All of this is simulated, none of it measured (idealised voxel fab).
Title: Process Module voxel transistor to metal
Cross-sectional view cut (width: 150 nm; square cell size: 5 nm).
A cross-section is a grid of square cells, given in bands from the top down. A band is one or more rows of cells. First you get the band's top height and its bottom height, in nm, and then the materials it's made of, left to right, with each width in nm. If you see a single material with "edge to edge", that one covers the band edge to edge. "air" is empty space. Counting heights begins at 0, where everything beneath is, in the wafer as received, one material. The lowest band has no bottom; it goes on downwards, as "top 0, no bottom" shows. Per-row width for "30 to 40": begins at first number (top row of band), ends at second number (bottom row), increment between rows held constant. "nothing got changed" means the step left every cell of the cross-section as it was. The list in "Trapped voids" covers empty spaces of 8 cells or more that cannot reach the top through any open way, and it gives each as width x height at distance; the distance is from the left edge, and width, height and distance are in nm. On each step's line, the part that comes after the settings is the simulator's own comment on the step. overlay nm, on a step with a mask: how far to the right of its planned place the mask lay; to the left if negative.
## Listed below are the process steps as planned
| 1 | RECEIVE with material Si |
| 2 | OXIDIZE with depth nm 5 |
| 3 | CONFORMAL_DEP with material SiN, thk nm 15 |
| 4 | DIRECTIONAL_DEP with material aC, thk nm 10 |
| 5 | PATTERN with tone cover, mask id ACTIVE, material resist, width nm 105, thk nm 25, overlay nm 0 |
| 6 | DIRECTIONAL_ETCH with etch materials aC, depth nm 10 |
| 7 | STRIP with etch materials resist |
| 8 | DIRECTIONAL_ETCH with etch materials SiN, depth nm 15 |
| 9 | DIRECTIONAL_ETCH with etch materials SiO2, depth nm 5 |
| 10 | DIRECTIONAL_ETCH with etch materials Si, depth nm 30 |
| 11 | STRIP with etch materials aC |
| 12 | FILL_DEP with material SiO2, thk nm 10 |
| 13 | CMP with height nm 15 |
| 14 | SELECTIVE_ETCH with etch materials SiO2, depth nm 15 |
| 15 | STRIP with etch materials SiN |
| 16 | SELECTIVE_ETCH with etch materials SiO2, depth nm 5 |
| 17 | OXIDIZE with depth nm 5 |
| 18 | DIRECTIONAL_DEP with material polySi, thk nm 30 |
| 19 | DIRECTIONAL_DEP with material SiCN, thk nm 15 |
| 20 | DIRECTIONAL_DEP with material aC, thk nm 10 |
| 21 | PATTERN with tone cover, mask id GATE, material resist, width nm 25, thk nm 25, overlay nm 0 |
| 22 | DIRECTIONAL_ETCH with etch materials aC, depth nm 10 |
| 23 | STRIP with etch materials resist |
| 24 | DIRECTIONAL_ETCH with etch materials SiCN, depth nm 25 |
| 25 | DIRECTIONAL_ETCH with etch materials polySi, depth nm 40 |
| 26 | STRIP with etch materials aC |
| 27 | CONFORMAL_DEP with material SiN, thk nm 10 |
| 28 | DIRECTIONAL_ETCH with etch materials SiN, depth nm 10 |
| 29 | DIRECTIONAL_ETCH with etch materials SiO2, depth nm 5 |
| 30 | DIRECTIONAL_ETCH with etch materials Si, depth nm 10 |
| 31 | EPI with material pSi, thk nm 10 |
| 32 | FILL_DEP with material SiO2, thk nm 5 |
| 33 | CMP with height nm 25 |
| 34 | STRIP with etch materials polySi |
| 35 | SELECTIVE_ETCH with etch materials SiO2, depth nm 5 |
| 36 | CONFORMAL_DEP with material HfO2, thk nm 5 |
| 37 | CONFORMAL_DEP with material TiN, thk nm 5 |
| 38 | FILL_DEP with material W, thk nm 5 |
| 39 | CMP with height nm 20 |
| 40 | DIRECTIONAL_DEP with material SiO2, thk nm 15 |
| 41 | MASKED_ETCH with tone open, mask id CONTACT, width nm 20, pitch nm 75, etch materials SiO2, depth nm 45, overlay nm 0 |
| 42 | CONFORMAL_DEP with material TiN, thk nm 5 |
| 43 | FILL_DEP with material W, thk nm 5 |
| 44 | CMP with height nm 35 |
| 45 | DIRECTIONAL_DEP with material TiN, thk nm 5 |
| 46 | DIRECTIONAL_DEP with material W, thk nm 20 |
| 47 | MASKED_ETCH with tone cover, mask id METAL_1, width nm 20, pitch nm 75, etch materials W, depth nm 20, overlay nm 0 |
| 48 | MASKED_ETCH with tone cover, mask id METAL_1, width nm 20, pitch nm 75, etch materials TiN, depth nm 5, overlay nm 0 |
| 49 | CONFORMAL_DEP with material SiCN, thk nm 5 |
| 50 | FILL_DEP with material SiO2, thk nm 5 |
| 51 | CMP with height nm 60 |
| 52 | CONFORMAL_DEP with material SiCN, thk nm 5 |
## Wafer as received: cross-section following step 1
    top 0, no bottom: Si edge to edge
    Trapped voids: none
## First of two wafers, end-of-module section, run followed plan
    top 65, bottom 60: SiCN edge to edge
    top 60, bottom 40: SiO2 20 nm, SiCN 5 nm, W 20 nm, SiCN 5 nm, SiO2 45 nm, SiCN 5 nm, W 20 nm, SiCN 5 nm, SiO2 25 nm
    top 40, bottom 35: SiCN 25 nm, TiN 20 nm, SiCN 55 nm, TiN 20 nm, SiCN 30 nm
    top 35, bottom 20: SiO2 25 nm, TiN 5 nm, W 10 nm, TiN 5 nm, SiO2 55 nm, TiN 5 nm, W 10 nm, TiN 5 nm, SiO2 30 nm
    top 20, bottom 5: SiO2 25 nm, TiN 5 nm, W 10 nm, TiN 5 nm, SiO2 5 nm, SiN 10 nm, HfO2 5 nm, TiN 5 nm, W 5 nm, TiN 5 nm, HfO2 5 nm, SiN 10 nm, SiO2 5 nm, TiN 5 nm, W 10 nm, TiN 5 nm, SiO2 30 nm
    top 5, bottom 0: SiO2 25 nm, TiN 5 nm, W 5 nm, TiN 10 nm, SiO2 5 nm, SiN 10 nm, HfO2 5 nm, TiN 5 nm, W 5 nm, TiN 5 nm, HfO2 5 nm, SiN 10 nm, SiO2 5 nm, TiN 10 nm, W 5 nm, TiN 5 nm, SiO2 30 nm
    top 0, bottom -5: SiO2 25 nm, TiN 5 nm, W 5 nm, TiN 5 nm, pSi 10 nm, SiN 10 nm, HfO2 5 nm, TiN 15 nm, HfO2 5 nm, SiN 10 nm, pSi 10 nm, TiN 5 nm, W 5 nm, TiN 5 nm, SiO2 30 nm
    top -5, bottom -10: SiO2 25 nm, TiN 15 nm, pSi 10 nm, SiO2 5 nm, HfO2 35 nm, SiO2 5 nm, pSi 10 nm, TiN 15 nm, SiO2 30 nm
    top -10, bottom -20: SiO2 20 nm, pSi 30 nm, Si 45 nm, pSi 30 nm, SiO2 25 nm
    top -20, bottom -35: SiO2 20 nm, Si 105 nm, SiO2 25 nm
    top -35, no bottom: Si edge to edge
    Trapped voids: none
## Wafer two cross-section, module end. Start and plan unchanged from wafer one; one mistake made during the run
    top 65, bottom 60: SiCN edge to edge
    top 60, bottom 40: SiO2 20 nm, SiCN 5 nm, W 20 nm, SiCN 5 nm, SiO2 45 nm, SiCN 5 nm, W 20 nm, SiCN 5 nm, SiO2 25 nm
    top 40, bottom 35: SiCN 25 nm, TiN 20 nm, SiCN 55 nm, TiN 20 nm, SiCN 30 nm
    top 35, bottom 25: SiO2 35 nm, TiN 5 nm, W 10 nm, TiN 5 nm, SiO2 55 nm, TiN 5 nm, W 10 nm, TiN 5 nm, SiO2 20 nm
    top 25, bottom 20: SiO2 35 nm, TiN 5 nm, W 5 nm, TiN 10 nm, SiO2 55 nm, TiN 5 nm, W 10 nm, TiN 5 nm, SiO2 20 nm
    top 20, bottom 5: SiO2 35 nm, TiN 5 nm, W 5 nm, TiN 5 nm, SiN 10 nm, HfO2 5 nm, TiN 5 nm, W 5 nm, TiN 5 nm, HfO2 5 nm, SiN 10 nm, SiO2 15 nm, TiN 5 nm, W 10 nm, TiN 5 nm, SiO2 20 nm
    top 5, bottom 0: SiO2 35 nm, TiN 15 nm, SiN 10 nm, HfO2 5 nm, TiN 5 nm, W 5 nm, TiN 5 nm, HfO2 5 nm, SiN 10 nm, SiO2 15 nm, TiN 5 nm, W 10 nm, TiN 5 nm, SiO2 20 nm
    top 0, bottom -5: SiO2 35 nm, TiN 5 nm, pSi 10 nm, SiN 10 nm, HfO2 5 nm, TiN 15 nm, HfO2 5 nm, SiN 10 nm, pSi 10 nm, SiO2 5 nm, TiN 5 nm, W 10 nm, TiN 5 nm, SiO2 20 nm
    top -5, bottom -10: SiO2 35 nm, TiN 5 nm, pSi 10 nm, SiO2 5 nm, HfO2 35 nm, SiO2 5 nm, pSi 10 nm, SiO2 5 nm, TiN 20 nm, SiO2 20 nm
    top -10, bottom -20: SiO2 20 nm, pSi 30 nm, Si 45 nm, pSi 30 nm, SiO2 25 nm
    top -20, bottom -35: SiO2 20 nm, Si 105 nm, SiO2 25 nm
    top -35, no bottom: Si edge to edge
    Trapped voids: none
What was done differently from what was planned? heads up, step 41 didn't go per plan, it actually ran as MASKED_ETCH with tone open, mask id CONTACT, width nm 20, pitch nm 75, etch materials SiO2, depth nm 45, overlay nm 10
Once processing is complete, comparing cell counts shows that the second wafer has more or fewer of certain materials than the first: +6 SiO2, -2 TiN, -4 W
